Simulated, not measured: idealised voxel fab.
The document below concerns the process module designated voxel local oxidation.
The figure presents cross-section cut, which has a width of 275 nm and is divided into square cells with an edge length of 5 nm.
Cross-section layout: square cells on a grid; listed as bands, top to bottom; a band spans one or more cell rows. A band entry consists of two parts. The first gives the height of the band's top and the height of its bottom, in nm. The rest lists the band's materials from left to right, each with its width in nm. A single material labelled with the word "throughout" fills the band from edge to edge, and the word "blank" marks empty space. For the purposes of this specification, 0 denotes the height below which the wafer in its as-received condition is composed wholly of one material, and the lowermost band, lacking a lower limit, extends downward without end, as expressed in "0 nm and below". A two-number width, for instance "30->40", indicates that the width is equal to the first number in the top row of the band and to the second number in the bottom row, and that it changes by a constant amount per row of cells. Step note "no change occurred" = no cross-section cell changed. Listed in "Enclosed cavities": every empty space of 8 or more cells without an open way to the top. Form: width x height at distance, the distance being from the left edge, all in nm. Read whatever lies past the settings on a step's line as the simulator's own remark about the step. overlay nm, on a step with a mask: how far to the right of its planned place the mask lay; to the left if negative. Everything after this point is organized in pairs: a cross-section before one process step, a cross-section after it that shows only as deep as the lowest changed band, and, under the pair, the intervening step with its settings. Because different runs of this module on the same starting wafer can supply different pairs, a pair continues from the pair above it only if its entry headed "Ahead of processing" says so.

Ahead of processing
    0 nm and below  Si throughout
    Enclosed cavities: none

Step Outcome
    0 nm to -5 nm  SiO2 throughout
    below -5: unchanged
    Enclosed cavities: none
What process step lies between the two cross-sections above? OXIDIZE, depth nm 5

Ahead of processing: after-step cross-section of the pair just above applies.

Step Outcome
    15 nm to 0 nm  SiN throughout
    below 0: unchanged
    Enclosed cavities: none
What process step lies between the two cross-sections above? CONFORMAL_DEP, material SiN, thk nm 15

Ahead of processing: after-step cross-section of the pair just above applies.

Step Outcome
    35 nm to 15 nm  80 nm blank / 115 nm resist / 80 nm blank
    below 15: unchanged
    Enclosed cavities: none
What process step lies between the two cross-sections above? PATTERN, tone cover, mask id ACTIVE, material resist, width nm 115, thk nm 20, overlay nm 0

Ahead of processing: after-step cross-section of the pair just above applies.

Step Outcome
    35 nm to 15 nm  80 nm blank / 115 nm resist / 80 nm blank
    15 nm to 0 nm  80 nm blank / 115 nm SiN / 80 nm blank
    below 0: unchanged
    Enclosed cavities: none
What process step lies between the two cross-sections above? DIRECTIONAL_ETCH, etch materials SiN, depth nm 15

Ahead of processing: after-step cross-section of the pair just above applies.

Step Outcome
    15 nm to 0 nm  80 nm blank / 115 nm SiN / 80 nm blank
    below 0: unchanged
    Enclosed cavities: none
What process step lies between the two cross-sections above? STRIP, etch materials resist

Ahead of processing: after-step cross-section of the pair just above applies.

Step Outcome
    15 nm to 0 nm  80 nm blank / 115 nm SiN / 80 nm blank
    0 nm to -5 nm  85 nm blank / 105 nm SiO2 / 85 nm blank
    below -5: unchanged
    Enclosed cavities: none
What process step lies between the two cross-sections above? SELECTIVE_ETCH, etch materials SiO2, depth nm 5

Ahead of processing: after-step cross-section of the pair just above applies.

Step Outcome
    15 nm to 0 nm  80 nm blank / 115 nm SiN / 80 nm blank
    0 nm to -5 nm  85 nm blank / 105 nm SiO2 / 85 nm blank
    -5 nm to -15 nm  95 nm SiO2 / 85 nm Si / 95 nm SiO2
    below -15: unchanged
    Enclosed cavities: none
What process step lies between the two cross-sections above? OXIDIZE, depth nm 10

Ahead of processing: after-step cross-section of the pair just above applies.

Step Outcome
    0 nm to -5 nm  85 nm blank / 105 nm SiO2 / 85 nm blank
    below -5: unchanged
    Enclosed cavities: none
What process step lies between the two cross-sections above? STRIP, etch materials SiN

Ahead of processing
    15 nm to 0 nm  80 nm blank / 115 nm SiN / 80 nm blank
    0 nm to -5 nm  85 nm blank / 105 nm SiO2 / 85 nm blank
    -5 nm and below  Si throughout
    Enclosed cavities: none

Step Outcome
    0 nm to -5 nm  85 nm blank / 105 nm SiO2 / 85 nm blank
    below -5: unchanged
    Enclosed cavities: none
What process step lies between the two cross-sections above? STRIP, etch materials SiN

Ahead of processing: after-step cross-section of the pair just above applies.

Step Outcome
    0 nm to -5 nm  85 nm blank / 105 nm SiO2 / 85 nm blank
    -5 nm to -15 nm  95 nm SiO2 / 85 nm Si / 95 nm SiO2
    below -15: unchanged
    Enclosed cavities: none
What process step lies between the two cross-sections above? OXIDIZE, depth nm 10

Ahead of processing
    0 nm and below  Si throughout
    Enclosed cavities: none

Step Outcome
    0 nm to -15 nm  SiO2 throughout
    below -15: unchanged
    Enclosed cavities: none
What process step lies between the two cross-sections above? OXIDIZE, depth nm 15

Ahead of processing: after-step cross-section of the pair just above applies.

Step Outcome
    15 nm to 0 nm  SiN throughout
    below 0: unchanged
    Enclosed cavities: none
What process step lies between the two cross-sections above? CONFORMAL_DEP, material SiN, thk nm 15

Ahead of processing: after-step cross-section of the pair just above applies.

Step Outcome
    35 nm to 15 nm  80 nm blank / 115 nm resist / 80 nm blank
    below 15: unchanged
    Enclosed cavities: none
What process step lies between the two cross-sections above? PATTERN, tone cover, mask id ACTIVE, material resist, width nm 115, thk nm 20, overlay nm 0

Ahead of processing: after-step cross-section of the pair just above applies.

Step Outcome
    35 nm to 15 nm  80 nm blank / 115 nm resist / 80 nm blank
    15 nm to 0 nm  80 nm blank / 115 nm SiN / 80 nm blank
    below 0: unchanged
    Enclosed cavities: none
What process step lies between the two cross-sections above? DIRECTIONAL_ETCH, etch materials SiN, depth nm 15

Ahead of processing: after-step cross-section of the pair just above applies.

Step Outcome
    15 nm to 0 nm  80 nm blank / 115 nm SiN / 80 nm blank
    below 0: unchanged
    Enclosed cavities: none
What process step lies between the two cross-sections above? STRIP, etch materials resist

Ahead of processing: after-step cross-section of the pair just above applies.

Step Outcome
    15 nm to 0 nm  80 nm blank / 115 nm SiN / 80 nm blank
    0 nm to -5 nm  85 nm blank / 105 nm SiO2 / 85 nm blank
    below -5: unchanged
    Enclosed cavities: none
What process step lies between the two cross-sections above? SELECTIVE_ETCH, etch materials SiO2, depth nm 5

Ahead of processing: after-step cross-section of the pair just above applies.

Step Outcome
    0 nm to -5 nm  85 nm blank / 105 nm SiO2 / 85 nm blank
    below -5: unchanged
    Enclosed cavities: none
What process step lies between the two cross-sections above? STRIP, etch materials SiN

Ahead of processing
    15 nm to 0 nm  SiN throughout
    0 nm to -5 nm  SiO2 throughout
    -5 nm and below  Si throughout
    Enclosed cavities: none

Step Outcome
    35 nm to 15 nm  75 nm blank / 125 nm resist / 75 nm blank
    below 15: unchanged
    Enclosed cavities: none
What process step lies between the two cross-sections above? PATTERN, tone cover, mask id ACTIVE, material resist, width nm 125, thk nm 20, overlay nm 0

Ahead of processing: after-step cross-section of the pair just above applies.

Step Outcome
    35 nm to 15 nm  75 nm blank / 125 nm resist / 75 nm blank
    15 nm to 0 nm  75 nm blank / 125 nm SiN / 75 nm blank
    below 0: unchanged
    Enclosed cavities: none
What process step lies between the two cross-sections above? DIRECTIONAL_ETCH, etch materials SiN, depth nm 15

Ahead of processing: after-step cross-section of the pair just above applies.

Step Outcome
    15 nm to 0 nm  75 nm blank / 125 nm SiN / 75 nm blank
    below 0: unchanged
    Enclosed cavities: none
What process step lies between the two cross-sections above? STRIP, etch materials resist

Ahead of processing: after-step cross-section of the pair just above applies.

Step Outcome
    15 nm to 0 nm  75 nm blank / 125 nm SiN / 75 nm blank
    0 nm to -5 nm  80 nm blank / 115 nm SiO2 / 80 nm blank
    below -5: unchanged
    Enclosed cavities: none
What process step lies between the two cross-sections above? SELECTIVE_ETCH, etch materials SiO2, depth nm 5

Ahead of processing: after-step cross-section of the pair just above applies.

Step Outcome
    15 nm to 0 nm  75 nm blank / 125 nm SiN / 75 nm blank
    0 nm to -5 nm  80 nm blank / 115 nm SiO2 / 80 nm blank
    -5 nm to -15 nm  90 nm SiO2 / 95 nm Si / 90 nm SiO2
    below -15: unchanged
    Enclosed cavities: none
What process step lies between the two cross-sections above? OXIDIZE, depth nm 10

Ahead of processing: after-step cross-section of the pair just above applies.

Step Outcome
    0 nm to -5 nm  80 nm blank / 115 nm SiO2 / 80 nm blank
    below -5: unchanged
    Enclosed cavities: none
What process step lies between the two cross-sections above? STRIP, etch materials SiN

Ahead of processing
    15 nm to 0 nm  SiN throughout
    0 nm to -5 nm  SiO2 throughout
    -5 nm and below  Si throughout
    Enclosed cavities: none

Step Outcome
    35 nm to 15 nm  70 nm blank / 115 nm resist / 90 nm blank
    below 15: unchanged
    Enclosed cavities: none
What process step lies between the two cross-sections above? PATTERN, tone cover, mask id ACTIVE, material resist, width nm 115, thk nm 20, overlay nm -10

Ahead of processing: after-step cross-section of the pair just above applies.

Step Outcome
    35 nm to 15 nm  70 nm blank / 115 nm resist / 90 nm blank
    15 nm to 0 nm  70 nm blank / 115 nm SiN / 90 nm blank
    below 0: unchanged
    Enclosed cavities: none
What process step lies between the two cross-sections above? DIRECTIONAL_ETCH, etch materials SiN, depth nm 15

Ahead of processing: after-step cross-section of the pair just above applies.

Step Outcome
    15 nm to 0 nm  70 nm blank / 115 nm SiN / 90 nm blank
    below 0: unchanged
    Enclosed cavities: none
What process step lies between the two cross-sections above? STRIP, etch materials resist

Ahead of processing: after-step cross-section of the pair just above applies.

Step Outcome
    15 nm to 0 nm  70 nm blank / 115 nm SiN / 90 nm blank
    0 nm to -5 nm  75 nm blank / 105 nm SiO2 / 95 nm blank
    below -5: unchanged
    Enclosed cavities: none
What process step lies between the two cross-sections above? SELECTIVE_ETCH, etch materials SiO2, depth nm 5

Ahead of processing: after-step cross-section of the pair just above applies.

Step Outcome
    15 nm to 0 nm  70 nm blank / 115 nm SiN / 90 nm blank
    0 nm to -5 nm  75 nm blank / 105 nm SiO2 / 95 nm blank
    -5 nm to -15 nm  85 nm SiO2 / 85 nm Si / 105 nm SiO2
    below -15: unchanged
    Enclosed cavities: none
What process step lies between the two cross-sections above? OXIDIZE, depth nm 10

Ahead of processing: after-step cross-section of the pair just above applies.

Step Outcome
    0 nm to -5 nm  75 nm blank / 105 nm SiO2 / 95 nm blank
    below -5: unchanged
    Enclosed cavities: none
What process step lies between the two cross-sections above? STRIP, etch materials SiN

Ahead of processing
    0 nm to -5 nm  SiO2 throughout
    -5 nm and below  Si throughout
    Enclosed cavities: none

Step Outcome
    15 nm to -5 nm  SiO2 throughout
    below -5: unchanged
    Enclosed cavities: none
What process step lies between the two cross-sections above? CONFORMAL_DEP, material SiO2, thk nm 15

Ahead of processing: after-step cross-section of the pair just above applies.

Step Outcome
    35 nm to 15 nm  80 nm blank / 115 nm resist / 80 nm blank
    below 15: unchanged
    Enclosed cavities: none
What process step lies between the two cross-sections above? PATTERN, tone cover, mask id ACTIVE, material resist, width nm 115, thk nm 20, overlay nm 0

Ahead of processing: after-step cross-section of the pair just above applies.

Step Outcome
    15 nm to -5 nm  SiO2 throughout
    below -5: unchanged
    Enclosed cavities: none
What process step lies between the two cross-sections above? STRIP, etch materials resist

Ahead of processing: after-step cross-section of the pair just above applies.

Step Outcome
    10 nm to -5 nm  SiO2 throughout
    below -5: unchanged
    Enclosed cavities: none
What process step lies between the two cross-sections above? SELECTIVE_ETCH, etch materials SiO2, depth nm 5

Ahead of processing
    15 nm to 0 nm  SiN throughout
    0 nm to -5 nm  SiO2 throughout
    -5 nm and below  Si throughout
    Enclosed cavities: none

Step Outcome
    35 nm to 15 nm  80 nm resist / 115 nm blank / 80 nm resist
    below 15: unchanged
    Enclosed cavities: none
What process step lies between the two cross-sections above? PATTERN, tone open, mask id ACTIVE, material resist, width nm 115, thk nm 20, overlay nm 0

Ahead of processing: after-step cross-section of the pair just above applies.

Step Outcome
    35 nm to 15 nm  80 nm resist / 115 nm blank / 80 nm resist
    15 nm to 0 nm  80 nm SiN / 115 nm blank / 80 nm SiN
    below 0: unchanged
    Enclosed cavities: none
What process step lies between the two cross-sections above? DIRECTIONAL_ETCH, etch materials SiN, depth nm 15

Ahead of processing: after-step cross-section of the pair just above applies.

Step Outcome
    15 nm to 0 nm  80 nm SiN / 115 nm blank / 80 nm SiN
    below 0: unchanged
    Enclosed cavities: none
What process step lies between the two cross-sections above? STRIP, etch materials resist

Ahead of processing: after-step cross-section of the pair just above applies.

Step Outcome
    15 nm to 0 nm  80 nm SiN / 115 nm blank / 80 nm SiN
    0 nm to -5 nm  75 nm SiO2 / 125 nm blank / 75 nm SiO2
    below -5: unchanged
    Enclosed cavities: none
What process step lies between the two cross-sections above? SELECTIVE_ETCH, etch materials SiO2, depth nm 5

Ahead of processing: after-step cross-section of the pair just above applies.

Step Outcome
    15 nm to 0 nm  80 nm SiN / 115 nm blank / 80 nm SiN
    0 nm to -5 nm  75 nm SiO2 / 125 nm blank / 75 nm SiO2
    -5 nm to -15 nm  65 nm Si / 145 nm SiO2 / 65 nm Si
    below -15: unchanged
    Enclosed cavities: none
What process step lies between the two cross-sections above? OXIDIZE, depth nm 10

Ahead of processing: after-step cross-section of the pair just above applies.

Step Outcome
    0 nm to -5 nm  75 nm SiO2 / 125 nm blank / 75 nm SiO2
    below -5: unchanged
    Enclosed cavities: none
What process step lies between the two cross-sections above? STRIP, etch materials SiN
